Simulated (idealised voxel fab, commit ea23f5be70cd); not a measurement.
Documented hereafter: the process module known as voxel capacitor over wiring.
Square cells of 5 nm make up the cross-section cut, whose width is 265 nm.
Cross-section format: a grid of square cells, given as bands from top to bottom; each band is one or more rows of cells.
Quick guide to a band line: top height, bottom height (nm) up front; then every material left to right with its width in nm. Only one material and it's marked "throughout"? Then it fills the band edge to edge. And "blank" just means empty space.
Heights are measured from 0, the level below which the as-received wafer is all one material; the lowest band has no bottom and continues downward, written as in "from 0 down".
Graded width ("30 to 40"): value in top row of band = first number; value in bottom row = second number; row-to-row change constant.
Any step labelled "nothing was modified" changed none of the cells in the cross-section.
Any empty space of 8 cells or more lacking an open way to the top shows up in "Enclosed internal cavities" as width x height at distance, distance from the left edge, in nm.
That trailing text on a step's line, after the settings, is the simulator's own remark on the step.
For masked steps, "overlay nm" on the step line gives how far right of plan the mask actually lay; a minus sign means it lay to the left.

Here's what the planned process steps look like
1: op RECEIVE | material Si
2: op CONFORMAL_DEP | material SiO2 | thk nm 15
3: op CONFORMAL_DEP | material SiCN | thk nm 5
4: op DIRECTIONAL_DEP | material lowk | thk nm 20
5: op DIRECTIONAL_DEP | material aC | thk nm 10
6: op PATTERN | tone open | mask id METAL_1 | material resist | width nm 30 | pitch nm 80 | thk nm 25 | overlay nm 0
7: op DIRECTIONAL_ETCH | etch materials aC | depth nm 10
8: op STRIP | etch materials resist
9: op DIRECTIONAL_ETCH | etch materials lowk | depth nm 20
10: op DIRECTIONAL_ETCH | etch materials SiCN | depth nm 5
11: op STRIP | etch materials aC
12: op CONFORMAL_DEP | material TiN | thk nm 5
13: op FILL_DEP | material Ru | thk nm 10
14: op CMP | height nm 40
15: op EPI | material Ru | thk nm 5
16: op FILL_DEP | material SiCN | thk nm 5
17: op DIRECTIONAL_DEP | material SiO2 | thk nm 20
18: op DIRECTIONAL_DEP | material aC | thk nm 10
19: op PATTERN | tone open | mask id PLUG_1 | material resist | width nm 15 | thk nm 25 | overlay nm 0
20: op DIRECTIONAL_ETCH | etch materials aC | depth nm 10
21: op STRIP | etch materials resist
22: op DIRECTIONAL_ETCH | etch materials SiO2 | depth nm 20
23: op DIRECTIONAL_ETCH | etch materials SiCN | depth nm 5
24: op STRIP | etch materials aC
25: op CONFORMAL_DEP | material TiN | thk nm 5
26: op FILL_DEP | material Cu | thk nm 5
27: op CMP | height nm 70
28: op DIRECTIONAL_DEP | material TiN | thk nm 5
29: op DIRECTIONAL_DEP | material SiN | thk nm 5
30: op DIRECTIONAL_DEP | material TiN | thk nm 5
31: op DIRECTIONAL_DEP | material aC | thk nm 15
32: op PATTERN | tone cover | mask id UPPER_PLATE | material resist | width nm 55 | thk nm 30 | overlay nm 0
33: op DIRECTIONAL_ETCH | etch materials aC | depth nm 15
34: op STRIP | etch materials resist
35: op DIRECTIONAL_ETCH | etch materials TiN | depth nm 5
36: op DIRECTIONAL_ETCH | etch materials SiN | depth nm 5
37: op STRIP | etch materials aC
38: op MASKED_ETCH | tone cover | mask id LOWER_PLATE | width nm 65 | etch materials TiN | depth nm 5 | overlay nm 0
39: op FILL_DEP | material SiO2 | thk nm 15
40: op CMP | height nm 95
41: op MASKED_ETCH | tone open | mask id PLUG_2 | width nm 15 | etch materials SiO2 | depth nm 10 | overlay nm 0
42: op CONFORMAL_DEP | material TiN | thk nm 5
43: op FILL_DEP | material Cu | thk nm 5
44: op CMP | height nm 95
45: op CONFORMAL_DEP | material SiCN | thk nm 5
Among the wafers covered here, the point of difference is the width nm at step 41; their starting state is shared, and the plan presents the value of the first wafer.

Cross-section of the first of several wafers as received (after step 1)
* from 0 down  Si throughout
* Enclosed internal cavities: none

first wafer at the end, after step 45
* from 100 to 95  SiCN throughout
* from 95 to 90  SiO2 (100), then TiN (5), then Cu (5), then TiN (5), then SiO2 (150)
* from 90 to 80  SiO2 (100 to 90), then TiN (15 to 55), then SiO2 (150 to 120)
* from 80 to 75  SiO2 (90), then SiN (55), then SiO2 (120)
* from 75 to 70  SiO2 (85), then TiN (65), then SiO2 (115)
* from 70 to 50  SiO2 (90), then TiN (5), then Cu (5), then TiN (5), then SiO2 (160)
* from 50 to 45  SiCN (90), then TiN (15), then SiCN (160)
* from 45 to 40  SiCN (70), then Ru (40), then SiCN (40), then Ru (40), then SiCN (75)
* from 40 to 20  lowk (75), then TiN (5), then Ru (20), then TiN (5), then lowk (50), then TiN (5), then Ru (20), then TiN (5), then lowk (80)
* from 20 to 15  SiCN (75), then TiN (30), then SiCN (50), then TiN (30), then SiCN (80)
* from 15 to 0  SiO2 throughout
* from 0 down  Si throughout
* Enclosed internal cavities: none

End of module: cross-section, last of several wafers
* from 100 to 95  SiCN throughout
* from 95 to 90  SiO2 (95), then TiN (5), then Cu (20), then TiN (5), then SiO2 (140)
* from 90 to 80  SiO2 (95 to 90), then TiN (30 to 55), then SiO2 (140 to 120)
* from 80 to 75  SiO2 (90), then SiN (55), then SiO2 (120)
* from 75 to 70  SiO2 (85), then TiN (65), then SiO2 (115)
* from 70 to 50  SiO2 (90), then TiN (5), then Cu (5), then TiN (5), then SiO2 (160)
* from 50 to 45  SiCN (90), then TiN (15), then SiCN (160)
* from 45 to 40  SiCN (70), then Ru (40), then SiCN (40), then Ru (40), then SiCN (75)
* from 40 to 20  lowk (75), then TiN (5), then Ru (20), then TiN (5), then lowk (50), then TiN (5), then Ru (20), then TiN (5), then lowk (80)
* from 20 to 15  SiCN (75), then TiN (30), then SiCN (50), then TiN (30), then SiCN (80)
* from 15 to 0  SiO2 throughout
* from 0 down  Si throughout
* Enclosed internal cavities: none

End of module, by wafer: material-by-material cell gain (+) or loss (-) since receipt, then closed voids
width nm 15, +5 Cu, +48 Ru, +181 SiCN, +11 SiN, +583 SiO2, +68 TiN, +164 lowk, Enclosed internal cavities: none
width nm 20, +6 Cu, +48 Ru, +181 SiCN, +11 SiN, +581 SiO2, +69 TiN, +164 lowk, Enclosed internal cavities: none
width nm 25, +7 Cu, +48 Ru, +181 SiCN, +11 SiN, +579 SiO2, +70 TiN, +164 lowk, Enclosed internal cavities: none
width nm 30, +8 Cu, +48 Ru, +181 SiCN, +11 SiN, +577 SiO2, +71 TiN, +164 lowk, Enclosed internal cavities: none
